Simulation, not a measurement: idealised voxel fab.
The following is a process module called voxel fin reveal.
The cross-section on display is named cut; it measures 140 nm wide, and its cells are 5 nm squares.
We lay out every cross-section as a grid of square cells and spell it out in bands from the top down, where one band means one or more rows of cells.
Band: top and bottom heights (nm) first, top before bottom; then materials from left to right, widths in nm. "edge to edge" marks a sole material filling the band edge to edge. "blank" denotes empty space.
We count height from 0. Below that, the starting wafer is all one material. The lowest band never ends at the bottom but goes on down; see "z 0 and below" for how that is written.
The width entry "30->40" should be interpreted row by row: the top row of cells in the band takes the first number, the bottom row takes the second number, and the change between adjacent rows is uniform throughout.
What does "changes: none" mean for a step? It means no cell of the cross-section changed in that step.
Enclosed voids (no open way to top), threshold 8 cells or more, entry "Enclosed voids", notation width x height at distance, distance from left edge, nm.
It should be noted that, on the line of a given step, the content following the step's settings is a remark produced by the simulator itself with respect to that step.
overlay nm: right-of-plan distance of the mask on a masked step; negative values mean left-of-plan.
Listed below are the process steps as planned
1,RECEIVE, material Si
2,CONFORMAL_DEP, material SiN, thk nm 10
3,MASKED_ETCH, tone cover, mask id FINS, width nm 15, pitch nm 35, etch materials SiN, depth nm 10, overlay nm 0
4,MASKED_ETCH, tone cover, mask id FINS, width nm 15, pitch nm 35, etch materials Si, depth nm 30, overlay nm 0
5,FILL_DEP, material SiO2, thk nm 5
6,CMP, height nm 10
7,SELECTIVE_ETCH, etch materials SiO2, depth nm 25
8,STRIP, etch materials SiN
This is the cross-section of the wafer as we received it, i.e. after step 1
	z 0 and below | Si edge to edge
	Enclosed voids: none
Cross-sectional image of the first of two wafers at the end of the module, the run having proceeded as planned
	z 0 to -15 | blank (45); Si (15); blank (20); Si (15); blank (45)
	z -15 to -30 | SiO2 (45); Si (15); SiO2 (20); Si (15); SiO2 (45)
	z -30 and below | Si edge to edge
	Enclosed voids: none
Presented here is a cross-section of the second of the two wafers as it stood at the end of the module. It was started in the same manner and assigned the same plan as the first wafer; however, one mistake was made in its execution
	z 0 to -15 | blank (45); Si (15); blank (20); Si (15); blank (45)
	z -15 to -25 | SiO2 (20); blank (25); Si (15); blank (20); Si (15); blank (25); SiO2 (20)
	z -25 to -30 | SiO2 (45); Si (15); SiO2 (20); Si (15); SiO2 (45)
	z -30 and below | Si edge to edge
	Enclosed voids: none
Here's what went sideways: mixed up steps 7 and 8 - ran each in the other's place
At the finish, the second wafer shows more or fewer cells for some materials than the first does: -28 SiO2
